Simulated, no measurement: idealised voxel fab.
Name of the process module below: voxel wiring stack
For reference, the cross-section in this document is cut, with width 250 nm and square cells of 5 nm.
For the purposes of this document, a cross-section shall be understood as a grid of square cells, specified as bands listed in top-to-bottom order, each band consisting of one or more rows of cells.
Band entry format. Leading values: height of top, height of bottom, nm. Remainder: materials in left-to-right order, each with its width in nm. Special words: "edge to edge" on a single material, which then fills the band edge to edge; "air", empty space.
Heights from 0 (as-received wafer is one material below). Bottom band endless downward, as "0 and below".
Width: "30->40" (first number = top row, second number = bottom row, same change from row to row of cells).
"nothing was modified" -> step changed no cross-section cell.
Heads up: "Closed void register" only lists the empty pockets with no open path to the top that are 8 cells or more, and it writes them as width x height at distance, distance from the left edge, in nm.
Text after the settings on a step's line: the simulator's own remark on that step.
The line of a step may include "overlay nm". On a step with a mask, this value is how far to the right of its planned place the mask lay. A negative value means the mask lay to the left.
Each pair of cross-sections that follows straddles one process step: the one shows the state before the step, the other the state after it, down to the lowest band that changed and no further. The step in question, and its settings, are given under the pair. Note that a pair is not necessarily a continuation of the pair above it, since pairs can come from different runs of this module on the same starting wafer; it is a continuation only where its entry headed "Incoming structure" says so.
Incoming structure
0 and below: Si edge to edge
Closed void register: none
Post-Step Cross-Section
15 down to 0: SiO2 edge to edge
Below 0, the layers are the same as they were.
Closed void register: none
What step was run between the cross-section before it and the cross-section after it, both above? CONFORMAL_DEP, material SiO2, thk nm 15
Incoming structure: we pick up right where the pair above leaves off, with its after cross-section.
Post-Step Cross-Section
20 down to 15: SiN edge to edge
Below 15, the layers are the same as they were.
Closed void register: none
What step was run between the cross-section before it and the cross-section after it, both above? CONFORMAL_DEP, material SiN, thk nm 5
Incoming structure: we pick up right where the pair above leaves off, with its after cross-section.
Post-Step Cross-Section
40 down to 20: lowk edge to edge
Below 20, the layers are the same as they were.
Closed void register: none
What step was run between the cross-section before it and the cross-section after it, both above? DIRECTIONAL_DEP, material lowk, thk nm 20
Incoming structure: we pick up right where the pair above leaves off, with its after cross-section.
Post-Step Cross-Section
40 down to 20: 50 of lowk  30 of air  30 of lowk  30 of air  30 of lowk  30 of air  50 of lowk
Below 20, the layers are the same as they were.
Closed void register: none
What step was run between the cross-section before it and the cross-section after it, both above? MASKED_ETCH, tone open, mask id METAL_1, width nm 30, pitch nm 60, etch materials lowk, depth nm 20, overlay nm 0
Incoming structure: we pick up right where the pair above leaves off, with its after cross-section.
Post-Step Cross-Section
40 down to 20: 50 of lowk  30 of air  30 of lowk  30 of air  30 of lowk  30 of air  50 of lowk
20 down to 15: 50 of SiN  30 of air  30 of SiN  30 of air  30 of SiN  30 of air  50 of SiN
Below 15, the layers are the same as they were.
Closed void register: none
What step was run between the cross-section before it and the cross-section after it, both above? MASKED_ETCH, tone open, mask id METAL_1, width nm 30, pitch nm 60, etch materials SiN, depth nm 5, overlay nm 0
Incoming structure: we pick up right where the pair above leaves off, with its after cross-section.
Post-Step Cross-Section
45 down to 40: 55 of TiN  20 of air  40 of TiN  20 of air  40 of TiN  20 of air  55 of TiN
40 down to 20: 50 of lowk  5 of TiN  20 of air  5 of TiN  30 of lowk  5 of TiN  20 of air  5 of TiN  30 of lowk  5 of TiN  20 of air  5 of TiN  50 of lowk
20 down to 15: 50 of SiN  30 of TiN  30 of SiN  30 of TiN  30 of SiN  30 of TiN  50 of SiN
Below 15, the layers are the same as they were.
Closed void register: none
What step was run between the cross-section before it and the cross-section after it, both above? CONFORMAL_DEP, material TiN, thk nm 5
Incoming structure: we pick up right where the pair above leaves off, with its after cross-section.
Post-Step Cross-Section
55 down to 45: Cu edge to edge
45 down to 40: 55 of TiN  20 of Cu  40 of TiN  20 of Cu  40 of TiN  20 of Cu  55 of TiN
40 down to 20: 50 of lowk  5 of TiN  20 of Cu  5 of TiN  30 of lowk  5 of TiN  20 of Cu  5 of TiN  30 of lowk  5 of TiN  20 of Cu  5 of TiN  50 of lowk
Below 20, the layers are the same as they were.
Closed void register: none
What step was run between the cross-section before it and the cross-section after it, both above? FILL_DEP, material Cu, thk nm 10
Incoming structure: we pick up right where the pair above leaves off, with its after cross-section.
Post-Step Cross-Section
40 down to 20: 50 of lowk  5 of TiN  20 of Cu  5 of TiN  30 of lowk  5 of TiN  20 of Cu  5 of TiN  30 of lowk  5 of TiN  20 of Cu  5 of TiN  50 of lowk
Below 20, the layers are the same as they were.
Closed void register: none
What step was run between the cross-section before it and the cross-section after it, both above? CMP, height nm 40
Incoming structure: we pick up right where the pair above leaves off, with its after cross-section.
Post-Step Cross-Section
45 down to 40: SiCN edge to edge
Below 40, the layers are the same as they were.
Closed void register: none
What step was run between the cross-section before it and the cross-section after it, both above? CONFORMAL_DEP, material SiCN, thk nm 5
Incoming structure: we pick up right where the pair above leaves off, with its after cross-section.
Post-Step Cross-Section
65 down to 45: lowk edge to edge
Below 45, the layers are the same as they were.
Closed void register: none
What step was run between the cross-section before it and the cross-section after it, both above? DIRECTIONAL_DEP, material lowk, thk nm 20
Incoming structure: we pick up right where the pair above leaves off, with its after cross-section.
Post-Step Cross-Section
80 down to 65: 50 of resist  15 of air  45 of resist  15 of air  45 of resist  15 of air  65 of resist
Below 65, the layers are the same as they were.
Closed void register: none
What step was run between the cross-section before it and the cross-section after it, both above? PATTERN, tone open, mask id PLUG_1, material resist, width nm 15, pitch nm 60, thk nm 15, overlay nm 0
Incoming structure: we pick up right where the pair above leaves off, with its after cross-section.
Post-Step Cross-Section
80 down to 65: 50 of resist  15 of air  45 of resist  15 of air  45 of resist  15 of air  65 of resist
65 down to 45: 50 of lowk  15 of air  45 of lowk  15 of air  45 of lowk  15 of air  65 of lowk
Below 45, the layers are the same as they were.
Closed void register: none
What step was run between the cross-section before it and the cross-section after it, both above? DIRECTIONAL_ETCH, etch materials lowk, depth nm 20
Incoming structure: we pick up right where the pair above leaves off, with its after cross-section.
Post-Step Cross-Section
80 down to 65: 50 of resist  15 of air  45 of resist  15 of air  45 of resist  15 of air  65 of resist
65 down to 45: 50 of lowk  15 of air  45 of lowk  15 of air  45 of lowk  15 of air  65 of lowk
45 down to 40: 50 of SiCN  15 of air  45 of SiCN  15 of air  45 of SiCN  15 of air  65 of SiCN
Below 40, the layers are the same as they were.
Closed void register: none
What step was run between the cross-section before it and the cross-section after it, both above? DIRECTIONAL_ETCH, etch materials SiCN, depth nm 5
Incoming structure: we pick up right where the pair above leaves off, with its after cross-section.
Post-Step Cross-Section
65 down to 45: 50 of lowk  15 of air  45 of lowk  15 of air  45 of lowk  15 of air  65 of lowk
Below 45, the layers are the same as they were.
Closed void register: none
What step was run between the cross-section before it and the cross-section after it, both above? STRIP, etch materials resist
Incoming structure: we pick up right where the pair above leaves off, with its after cross-section.
Post-Step Cross-Section
70 down to 65: 55 of TiN  5 of air  55 of TiN  5 of air  55 of TiN  5 of air  70 of TiN
65 down to 45: 50 of lowk  5 of TiN  5 of air  5 of TiN  45 of lowk  5 of TiN  5 of air  5 of TiN  45 of lowk  5 of TiN  5 of air  5 of TiN  65 of lowk
45 down to 40: 50 of SiCN  15 of TiN  45 of SiCN  15 of TiN  45 of SiCN  15 of TiN  65 of SiCN
Below 40, the layers are the same as they were.
Closed void register: none
What step was run between the cross-section before it and the cross-section after it, both above? CONFORMAL_DEP, material TiN, thk nm 5
Incoming structure: we pick up right where the pair above leaves off, with its after cross-section.
Post-Step Cross-Section
75 down to 70: Ru edge to edge
70 down to 65: 55 of TiN  5 of Ru  55 of TiN  5 of Ru  55 of TiN  5 of Ru  70 of TiN
65 down to 45: 50 of lowk  5 of TiN  5 of Ru  5 of TiN  45 of lowk  5 of TiN  5 of Ru  5 of TiN  45 of lowk  5 of TiN  5 of Ru  5 of TiN  65 of lowk
Below 45, the layers are the same as they were.
Closed void register: none
What step was run between the cross-section before it and the cross-section after it, both above? FILL_DEP, material Ru, thk nm 5
Incoming structure: we pick up right where the pair above leaves off, with its after cross-section.
Post-Step Cross-Section
65 down to 45: 50 of lowk  5 of TiN  5 of Ru  5 of TiN  45 of lowk  5 of TiN  5 of Ru  5 of TiN  45 of lowk  5 of TiN  5 of Ru  5 of TiN  65 of lowk
Below 45, the layers are the same as they were.
Closed void register: none
What step was run between the cross-section before it and the cross-section after it, both above? CMP, height nm 65
Incoming structure: we pick up right where the pair above leaves off, with its after cross-section.
Post-Step Cross-Section
70 down to 65: SiN edge to edge
Below 65, the layers are the same as they were.
Closed void register: none
What step was run between the cross-section before it and the cross-section after it, both above? CONFORMAL_DEP, material SiN, thk nm 5
Incoming structure: we pick up right where the pair above leaves off, with its after cross-section.
Post-Step Cross-Section
85 down to 70: SiO2 edge to edge
Below 70, the layers are the same as they were.
Closed void register: none
What step was run between the cross-section before it and the cross-section after it, both above? DIRECTIONAL_DEP, material SiO2, thk nm 15
Incoming structure: we pick up right where the pair above leaves off, with its after cross-section.
Post-Step Cross-Section
100 down to 85: aC edge to edge
Below 85, the layers are the same as they were.
Closed void register: none
What step was run between the cross-section before it and the cross-section after it, both above? DIRECTIONAL_DEP, material aC, thk nm 15
Incoming structure: we pick up right where the pair above leaves off, with its after cross-section.
Post-Step Cross-Section
135 down to 100: 50 of resist  30 of air  30 of resist  30 of air  30 of resist  30 of air  50 of resist
Below 100, the layers are the same as they were.
Closed void register: none
What step was run between the cross-section before it and the cross-section after it, both above? PATTERN, tone open, mask id METAL_2, material resist, width nm 30, pitch nm 60, thk nm 35, overlay nm 0
Incoming structure: we pick up right where the pair above leaves off, with its after cross-section.
Post-Step Cross-Section
120 down to 100: 50 of resist  30 of air  30 of resist  30 of air  30 of resist  30 of air  50 of resist
100 down to 85: 50 of aC  30 of air  30 of aC  30 of air  30 of aC  30 of air  50 of aC
Below 85, the layers are the same as they were.
Closed void register: none
What step was run between the cross-section before it and the cross-section after it, both above? DIRECTIONAL_ETCH, etch materials aC, depth nm 15
Incoming structure: we pick up right where the pair above leaves off, with its after cross-section.
Post-Step Cross-Section
100 down to 85: 50 of aC  30 of air  30 of aC  30 of air  30 of aC  30 of air  50 of aC
Below 85, the layers are the same as they were.
Closed void register: none
What step was run between the cross-section before it and the cross-section after it, both above? STRIP, etch materials resist
Incoming structure: we pick up right where the pair above leaves off, with its after cross-section.
Post-Step Cross-Section
100 down to 85: 50 of aC  30 of air  30 of aC  30 of air  30 of aC  30 of air  50 of aC
85 down to 70: 50 of SiO2  30 of air  30 of SiO2  30 of air  30 of SiO2  30 of air  50 of SiO2
Below 70, the layers are the same as they were.
Closed void register: none
What step was run between the cross-section before it and the cross-section after it, both above? DIRECTIONAL_ETCH, etch materials SiO2, depth nm 15
Incoming structure: we pick up right where the pair above leaves off, with its after cross-section.
Post-Step Cross-Section
100 down to 85: 50 of aC  30 of air  30 of aC  30 of air  30 of aC  30 of air  50 of aC
85 down to 70: 50 of SiO2  30 of air  30 of SiO2  30 of air  30 of SiO2  30 of air  50 of SiO2
70 down to 65: 50 of SiN  30 of air  30 of SiN  30 of air  30 of SiN  30 of air  50 of SiN
Below 65, the layers are the same as they were.
Closed void register: none
What step was run between the cross-section before it and the cross-section after it, both above? DIRECTIONAL_ETCH, etch materials SiN, depth nm 5
Incoming structure: we pick up right where the pair above leaves off, with its after cross-section.
Post-Step Cross-Section
85 down to 70: 50 of SiO2  30 of air  30 of SiO2  30 of air  30 of SiO2  30 of air  50 of SiO2
Below 70, the layers are the same as they were.
Closed void register: none
What step was run between the cross-section before it and the cross-section after it, both above? STRIP, etch materials aC
Incoming structure: we pick up right where the pair above leaves off, with its after cross-section.
Post-Step Cross-Section
90 down to 85: 55 of TiN  20 of air  40 of TiN  20 of air  40 of TiN  20 of air  55 of TiN
85 down to 70: 50 of SiO2  5 of TiN  20 of air  5 of TiN  30 of SiO2  5 of TiN  20 of air  5 of TiN  30 of SiO2  5 of TiN  20 of air  5 of TiN  50 of SiO2
70 down to 65: 50 of SiN  30 of TiN  30 of SiN  30 of TiN  30 of SiN  30 of TiN  50 of SiN
Below 65, the layers are the same as they were.
Closed void register: none
What step was run between the cross-section before it and the cross-section after it, both above? CONFORMAL_DEP, material TiN, thk nm 5
Incoming structure: we pick up right where the pair above leaves off, with its after cross-section.
Post-Step Cross-Section
95 down to 90: Cu edge to edge
90 down to 85: 55 of TiN  20 of Cu  40 of TiN  20 of Cu  40 of TiN  20 of Cu  55 of TiN
85 down to 70: 50 of SiO2  5 of TiN  20 of Cu  5 of TiN  30 of SiO2  5 of TiN  20 of Cu  5 of TiN  30 of SiO2  5 of TiN  20 of Cu  5 of TiN  50 of SiO2
Below 70, the layers are the same as they were.
Closed void register: none
What step was run between the cross-section before it and the cross-section after it, both above? FILL_DEP, material Cu, thk nm 5
Incoming structure: we pick up right where the pair above leaves off, with its after cross-section.
Post-Step Cross-Section
85 down to 70: 50 of SiO2  5 of TiN  20 of Cu  5 of TiN  30 of SiO2  5 of TiN  20 of Cu  5 of TiN  30 of SiO2  5 of TiN  20 of Cu  5 of TiN  50 of SiO2
Below 70, the layers are the same as they were.
Closed void register: none
What step was run between the cross-section before it and the cross-section after it, both above? CMP, height nm 85
Incoming structure: we pick up right where the pair above leaves off, with its after cross-section.
Post-Step Cross-Section
90 down to 85: SiN edge to edge
Below 85, the layers are the same as they were.
Closed void register: none
What step was run between the cross-section before it and the cross-section after it, both above? CONFORMAL_DEP, material SiN, thk nm 5
Incoming structure
15 down to 0: SiO2 edge to edge
0 and below: Si edge to edge
Closed void register: none
Post-Step Cross-Section
35 down to 15: lowk edge to edge
Below 15, the layers are the same as they were.
Closed void register: none
What step was run between the cross-section before it and the cross-section after it, both above? DIRECTIONAL_DEP, material lowk, thk nm 20
Incoming structure: we pick up right where the pair above leaves off, with its after cross-section.
Post-Step Cross-Section
35 down to 15: 50 of lowk  30 of air  30 of lowk  30 of air  30 of lowk  30 of air  50 of lowk
Below 15, the layers are the same as they were.
Closed void register: none
What step was run between the cross-section before it and the cross-section after it, both above? MASKED_ETCH, tone open, mask id METAL_1, width nm 30, pitch nm 60, etch materials lowk, depth nm 20, overlay nm 0
Incoming structure: we pick up right where the pair above leaves off, with its after cross-section.
Post-Step Cross-Section
40 down to 35: 55 of TiN  20 of air  40 of TiN  20 of air  40 of TiN  20 of air  55 of TiN
35 down to 20: 50 of lowk  5 of TiN  20 of air  5 of TiN  30 of lowk  5 of TiN  20 of air  5 of TiN  30 of lowk  5 of TiN  20 of air  5 of TiN  50 of lowk
20 down to 15: 50 of lowk  30 of TiN  30 of lowk  30 of TiN  30 of lowk  30 of TiN  50 of lowk
Below 15, the layers are the same as they were.
Closed void register: none
What step was run between the cross-section before it and the cross-section after it, both above? CONFORMAL_DEP, material TiN, thk nm 5
Incoming structure: we pick up right where the pair above leaves off, with its after cross-section.
Post-Step Cross-Section
50 down to 40: Cu edge to edge
40 down to 35: 55 of TiN  20 of Cu  40 of TiN  20 of Cu  40 of TiN  20 of Cu  55 of TiN
35 down to 20: 50 of lowk  5 of TiN  20 of Cu  5 of TiN  30 of lowk  5 of TiN  20 of Cu  5 of TiN  30 of lowk  5 of TiN  20 of Cu  5 of TiN  50 of lowk
Below 20, the layers are the same as they were.
Closed void register: none
What step was run between the cross-section before it and the cross-section after it, both above? FILL_DEP, material Cu, thk nm 10
Incoming structure: we pick up right where the pair above leaves off, with its after cross-section.
Post-Step Cross-Section
40 down to 35: 55 of TiN  20 of Cu  40 of TiN  20 of Cu  40 of TiN  20 of Cu  55 of TiN
Below 35, the layers are the same as they were.
Closed void register: none
What step was run between the cross-section before it and the cross-section after it, both above? CMP, height nm 40
Incoming structure: we pick up right where the pair above leaves off, with its after cross-section.
Post-Step Cross-Section
45 down to 40: SiCN edge to edge
Below 40, the layers are the same as they were.
Closed void register: none
What step was run between the cross-section before it and the cross-section after it, both above? CONFORMAL_DEP, material SiCN, thk nm 5
Incoming structure: we pick up right where the pair above leaves off, with its after cross-section.
Post-Step Cross-Section
65 down to 45: lowk edge to edge
Below 45, the layers are the same as they were.
Closed void register: none
What step was run between the cross-section before it and the cross-section after it, both above? DIRECTIONAL_DEP, material lowk, thk nm 20
Incoming structure: we pick up right where the pair above leaves off, with its after cross-section.
Post-Step Cross-Section
80 down to 65: 50 of resist  15 of air  45 of resist  15 of air  45 of resist  15 of air  65 of resist
Below 65, the layers are the same as they were.
Closed void register: none
What step was run between the cross-section before it and the cross-section after it, both above? PATTERN, tone open, mask id PLUG_1, material resist, width nm 15, pitch nm 60, thk nm 15, overlay nm 0
Incoming structure: we pick up right where the pair above leaves off, with its after cross-section.
Post-Step Cross-Section
80 down to 65: 50 of resist  15 of air  45 of resist  15 of air  45 of resist  15 of air  65 of resist
65 down to 45: 50 of lowk  15 of air  45 of lowk  15 of air  45 of lowk  15 of air  65 of lowk
Below 45, the layers are the same as they were.
Closed void register: none
What step was run between the cross-section before it and the cross-section after it, both above? DIRECTIONAL_ETCH, etch materials lowk, depth nm 20
Incoming structure: we pick up right where the pair above leaves off, with its after cross-section.
Post-Step Cross-Section
80 down to 65: 50 of resist  15 of air  45 of resist  15 of air  45 of resist  15 of air  65 of resist
65 down to 45: 50 of lowk  15 of air  45 of lowk  15 of air  45 of lowk  15 of air  65 of lowk
45 down to 40: 50 of SiCN  15 of air  45 of SiCN  15 of air  45 of SiCN  15 of air  65 of SiCN
Below 40, the layers are the same as they were.
Closed void register: none
What step was run between the cross-section before it and the cross-section after it, both above? DIRECTIONAL_ETCH, etch materials SiCN, depth nm 5
Incoming structure: we pick up right where the pair above leaves off, with its after cross-section.
Post-Step Cross-Section
65 down to 45: 50 of lowk  15 of air  45 of lowk  15 of air  45 of lowk  15 of air  65 of lowk
Below 45, the layers are the same as they were.
Closed void register: none
What step was run between the cross-section before it and the cross-section after it, both above? STRIP, etch materials resist
Incoming structure: we pick up right where the pair above leaves off, with its after cross-section.
Post-Step Cross-Section
70 down to 65: 55 of TiN  5 of air  55 of TiN  5 of air  55 of TiN  5 of air  70 of TiN
65 down to 45: 50 of lowk  5 of TiN  5 of air  5 of TiN  45 of lowk  5 of TiN  5 of air  5 of TiN  45 of lowk  5 of TiN  5 of air  5 of TiN  65 of lowk
45 down to 40: 50 of SiCN  15 of TiN  45 of SiCN  15 of TiN  45 of SiCN  15 of TiN  65 of SiCN
Below 40, the layers are the same as they were.
Closed void register: none
What step was run between the cross-section before it and the cross-section after it, both above? CONFORMAL_DEP, material TiN, thk nm 5
Incoming structure: we pick up right where the pair above leaves off, with its after cross-section.
Post-Step Cross-Section
75 down to 70: Ru edge to edge
70 down to 65: 55 of TiN  5 of Ru  55 of TiN  5 of Ru  55 of TiN  5 of Ru  70 of TiN
65 down to 45: 50 of lowk  5 of TiN  5 of Ru  5 of TiN  45 of lowk  5 of TiN  5 of Ru  5 of TiN  45 of lowk  5 of TiN  5 of Ru  5 of TiN  65 of lowk
Below 45, the layers are the same as they were.
Closed void register: none
What step was run between the cross-section before it and the cross-section after it, both above? FILL_DEP, material Ru, thk nm 5
Incoming structure: we pick up right where the pair above leaves off, with its after cross-section.
Post-Step Cross-Section
65 down to 45: 50 of lowk  5 of TiN  5 of Ru  5 of TiN  45 of lowk  5 of TiN  5 of Ru  5 of TiN  45 of lowk  5 of TiN  5 of Ru  5 of TiN  65 of lowk
Below 45, the layers are the same as they were.
Closed void register: none
What step was run between the cross-section before it and the cross-section after it, both above? CMP, height nm 65
Incoming structure: we pick up right where the pair above leaves off, with its after cross-section.
Post-Step Cross-Section
70 down to 65: SiN edge to edge
Below 65, the layers are the same as they were.
Closed void register: none
What step was run between the cross-section before it and the cross-section after it, both above? CONFORMAL_DEP, material SiN, thk nm 5
Incoming structure: we pick up right where the pair above leaves off, with its after cross-section.
Post-Step Cross-Section
85 down to 70: SiO2 edge to edge
Below 70, the layers are the same as they were.
Closed void register: none
What step was run between the cross-section before it and the cross-section after it, both above? DIRECTIONAL_DEP, material SiO2, thk nm 15
Incoming structure: we pick up right where the pair above leaves off, with its after cross-section.
Post-Step Cross-Section
100 down to 85: aC edge to edge
Below 85, the layers are the same as they were.
Closed void register: none
What step was run between the cross-section before it and the cross-section after it, both above? DIRECTIONAL_DEP, material aC, thk nm 15
Incoming structure: we pick up right where the pair above leaves off, with its after cross-section.
Post-Step Cross-Section
135 down to 100: 50 of resist  30 of air  30 of resist  30 of air  30 of resist  30 of air  50 of resist
Below 100, the layers are the same as they were.
Closed void register: none
What step was run between the cross-section before it and the cross-section after it, both above? PATTERN, tone open, mask id METAL_2, material resist, width nm 30, pitch nm 60, thk nm 35, overlay nm 0
Incoming structure: we pick up right where the pair above leaves off, with its after cross-section.
Post-Step Cross-Section
120 down to 100: 50 of resist  30 of air  30 of resist  30 of air  30 of resist  30 of air  50 of resist
100 down to 85: 50 of aC  30 of air  30 of aC  30 of air  30 of aC  30 of air  50 of aC
Below 85, the layers are the same as they were.
Closed void register: none
What step was run between the cross-section before it and the cross-section after it, both above? DIRECTIONAL_ETCH, etch materials aC, depth nm 15
Incoming structure: we pick up right where the pair above leaves off, with its after cross-section.
Post-Step Cross-Section
100 down to 85: 50 of aC  30 of air  30 of aC  30 of air  30 of aC  30 of air  50 of aC
Below 85, the layers are the same as they were.
Closed void register: none
What step was run between the cross-section before it and the cross-section after it, both above? STRIP, etch materials resist
Incoming structure: we pick up right where the pair above leaves off, with its after cross-section.
Post-Step Cross-Section
100 down to 85: 50 of aC  30 of air  30 of aC  30 of air  30 of aC  30 of air  50 of aC
85 down to 70: 50 of SiO2  30 of air  30 of SiO2  30 of air  30 of SiO2  30 of air  50 of SiO2
Below 70, the layers are the same as they were.
Closed void register: none
What step was run between the cross-section before it and the cross-section after it, both above? DIRECTIONAL_ETCH, etch materials SiO2, depth nm 15
Incoming structure: we pick up right where the pair above leaves off, with its after cross-section.
Post-Step Cross-Section
100 down to 85: 50 of aC  30 of air  30 of aC  30 of air  30 of aC  30 of air  50 of aC
85 down to 70: 50 of SiO2  30 of air  30 of SiO2  30 of air  30 of SiO2  30 of air  50 of SiO2
70 down to 65: 50 of SiN  30 of air  30 of SiN  30 of air  30 of SiN  30 of air  50 of SiN
Below 65, the layers are the same as they were.
Closed void register: none
What step was run between the cross-section before it and the cross-section after it, both above? DIRECTIONAL_ETCH, etch materials SiN, depth nm 5
Incoming structure: we pick up right where the pair above leaves off, with its after cross-section.
Post-Step Cross-Section
85 down to 70: 50 of SiO2  30 of air  30 of SiO2  30 of air  30 of SiO2  30 of air  50 of SiO2
Below 70, the layers are the same as they were.
Closed void register: none
What step was run between the cross-section before it and the cross-section after it, both above? STRIP, etch materials aC
Incoming structure: we pick up right where the pair above leaves off, with its after cross-section.
Post-Step Cross-Section
90 down to 85: 55 of TiN  20 of air  40 of TiN  20 of air  40 of TiN  20 of air  55 of TiN
85 down to 70: 50 of SiO2  5 of TiN  20 of air  5 of TiN  30 of SiO2  5 of TiN  20 of air  5 of TiN  30 of SiO2  5 of TiN  20 of air  5 of TiN  50 of SiO2
70 down to 65: 50 of SiN  30 of TiN  30 of SiN  30 of TiN  30 of SiN  30 of TiN  50 of SiN
Below 65, the layers are the same as they were.
Closed void register: none
What step was run between the cross-section before it and the cross-section after it, both above? CONFORMAL_DEP, material TiN, thk nm 5
Incoming structure: we pick up right where the pair above leaves off, with its after cross-section.
Post-Step Cross-Section
95 down to 90: Cu edge to edge
90 down to 85: 55 of TiN  20 of Cu  40 of TiN  20 of Cu  40 of TiN  20 of Cu  55 of TiN
85 down to 70: 50 of SiO2  5 of TiN  20 of Cu  5 of TiN  30 of SiO2  5 of TiN  20 of Cu  5 of TiN  30 of SiO2  5 of TiN  20 of Cu  5 of TiN  50 of SiO2
Below 70, the layers are the same as they were.
Closed void register: none
What step was run between the cross-section before it and the cross-section after it, both above? FILL_DEP, material Cu, thk nm 5
Incoming structure: we pick up right where the pair above leaves off, with its after cross-section.
Post-Step Cross-Section
85 down to 70: 50 of SiO2  5 of TiN  20 of Cu  5 of TiN  30 of SiO2  5 of TiN  20 of Cu  5 of TiN  30 of SiO2  5 of TiN  20 of Cu  5 of TiN  50 of SiO2
Below 70, the layers are the same as they were.
Closed void register: none
What step was run between the cross-section before it and the cross-section after it, both above? CMP, height nm 85
Incoming structure: we pick up right where the pair above leaves off, with its after cross-section.
Post-Step Cross-Section
90 down to 85: SiN edge to edge
Below 85, the layers are the same as they were.
Closed void register: none
What step was run between the cross-section before it and the cross-section after it, both above? CONFORMAL_DEP, material SiN, thk nm 5
Incoming structure
15 down to 0: SiO2 edge to edge
0 and below: Si edge to edge
Closed void register: none
Post-Step Cross-Section
30 down to 0: SiO2 edge to edge
Below 0, the layers are the same as they were.
Closed void register: none
What step was run between the cross-section before it and the cross-section after it, both above? CONFORMAL_DEP, material SiO2, thk nm 15
Incoming structure: we pick up right where the pair above leaves off, with its after cross-section.
Post-Step Cross-Section
35 down to 30: SiN edge to edge
Below 30, the layers are the same as they were.
Closed void register: none
What step was run between the cross-section before it and the cross-section after it, both above? CONFORMAL_DEP, material SiN, thk nm 5
Incoming structure: we pick up right where the pair above leaves off, with its after cross-section.
Post-Step Cross-Section
55 down to 35: lowk edge to edge
Below 35, the layers are the same as they were.
Closed void register: none
What step was run between the cross-section before it and the cross-section after it, both above? DIRECTIONAL_DEP, material lowk, thk nm 20
Incoming structure: we pick up right where the pair above leaves off, with its after cross-section.
Post-Step Cross-Section
55 down to 35: 50 of lowk  30 of air  30 of lowk  30 of air  30 of lowk  30 of air  50 of lowk
Below 35, the layers are the same as they were.
Closed void register: none
What step was run between the cross-section before it and the cross-section after it, both above? MASKED_ETCH, tone open, mask id METAL_1, width nm 30, pitch nm 60, etch materials lowk, depth nm 20, overlay nm 0
Incoming structure: we pick up right where the pair above leaves off, with its after cross-section.
Post-Step Cross-Section
55 down to 35: 50 of lowk  30 of air  30 of lowk  30 of air  30 of lowk  30 of air  50 of lowk
35 down to 30: 50 of SiN  30 of air  30 of SiN  30 of air  30 of SiN  30 of air  50 of SiN
Below 30, the layers are the same as they were.
Closed void register: none
What step was run between the cross-section before it and the cross-section after it, both above? MASKED_ETCH, tone open, mask id METAL_1, width nm 30, pitch nm 60, etch materials SiN, depth nm 5, overlay nm 0
Incoming structure: we pick up right where the pair above leaves off, with its after cross-section.
Post-Step Cross-Section
60 down to 55: 55 of TiN  20 of air  40 of TiN  20 of air  40 of TiN  20 of air  55 of TiN
55 down to 35: 50 of lowk  5 of TiN  20 of air  5 of TiN  30 of lowk  5 of TiN  20 of air  5 of TiN  30 of lowk  5 of TiN  20 of air  5 of TiN  50 of lowk
35 down to 30: 50 of SiN  30 of TiN  30 of SiN  30 of TiN  30 of SiN  30 of TiN  50 of SiN
Below 30, the layers are the same as they were.
Closed void register: none
What step was run between the cross-section before it and the cross-section after it, both above? CONFORMAL_DEP, material TiN, thk nm 5
Incoming structure: we pick up right where the pair above leaves off, with its after cross-section.
Post-Step Cross-Section
70 down to 60: Cu edge to edge
60 down to 55: 55 of TiN  20 of Cu  40 of TiN  20 of Cu  40 of TiN  20 of Cu  55 of TiN
55 down to 35: 50 of lowk  5 of TiN  20 of Cu  5 of TiN  30 of lowk  5 of TiN  20 of Cu  5 of TiN  30 of lowk  5 of TiN  20 of Cu  5 of TiN  50 of lowk
Below 35, the layers are the same as they were.
Closed void register: none
What step was run between the cross-section before it and the cross-section after it, both above? FILL_DEP, material Cu, thk nm 10
Incoming structure: we pick up right where the pair above leaves off, with its after cross-section.
Post-Step Cross-Section
40 down to 35: 50 of lowk  5 of TiN  20 of Cu  5 of TiN  30 of lowk  5 of TiN  20 of Cu  5 of TiN  30 of lowk  5 of TiN  20 of Cu  5 of TiN  50 of lowk
Below 35, the layers are the same as they were.
Closed void register: none
What step was run between the cross-section before it and the cross-section after it, both above? CMP, height nm 40
Incoming structure: we pick up right where the pair above leaves off, with its after cross-section.
Post-Step Cross-Section
45 down to 40: SiCN edge to edge
Below 40, the layers are the same as they were.
Closed void register: none
What step was run between the cross-section before it and the cross-section after it, both above? CONFORMAL_DEP, material SiCN, thk nm 5
Incoming structure: we pick up right where the pair above leaves off, with its after cross-section.
Post-Step Cross-Section
65 down to 45: lowk edge to edge
Below 45, the layers are the same as they were.
Closed void register: none
What step was run between the cross-section before it and the cross-section after it, both above? DIRECTIONAL_DEP, material lowk, thk nm 20
Incoming structure: we pick up right where the pair above leaves off, with its after cross-section.
Post-Step Cross-Section
80 down to 65: 50 of resist  15 of air  45 of resist  15 of air  45 of resist  15 of air  65 of resist
Below 65, the layers are the same as they were.
Closed void register: none
What step was run between the cross-section before it and the cross-section after it, both above? PATTERN, tone open, mask id PLUG_1, material resist, width nm 15, pitch nm 60, thk nm 15, overlay nm 0
Incoming structure: we pick up right where the pair above leaves off, with its after cross-section.
Post-Step Cross-Section
80 down to 65: 50 of resist  15 of air  45 of resist  15 of air  45 of resist  15 of air  65 of resist
65 down to 45: 50 of lowk  15 of air  45 of lowk  15 of air  45 of lowk  15 of air  65 of lowk
Below 45, the layers are the same as they were.
Closed void register: none
What step was run between the cross-section before it and the cross-section after it, both above? DIRECTIONAL_ETCH, etch materials lowk, depth nm 20
Incoming structure: we pick up right where the pair above leaves off, with its after cross-section.
Post-Step Cross-Section
80 down to 65: 50 of resist  15 of air  45 of resist  15 of air  45 of resist  15 of air  65 of resist
65 down to 45: 50 of lowk  15 of air  45 of lowk  15 of air  45 of lowk  15 of air  65 of lowk
45 down to 40: 50 of SiCN  15 of air  45 of SiCN  15 of air  45 of SiCN  15 of air  65 of SiCN
Below 40, the layers are the same as they were.
Closed void register: none
What step was run between the cross-section before it and the cross-section after it, both above? DIRECTIONAL_ETCH, etch materials SiCN, depth nm 5
Incoming structure: we pick up right where the pair above leaves off, with its after cross-section.
Post-Step Cross-Section
65 down to 45: 50 of lowk  15 of air  45 of lowk  15 of air  45 of lowk  15 of air  65 of lowk
Below 45, the layers are the same as they were.
Closed void register: none
What step was run between the cross-section before it and the cross-section after it, both above? STRIP, etch materials resist
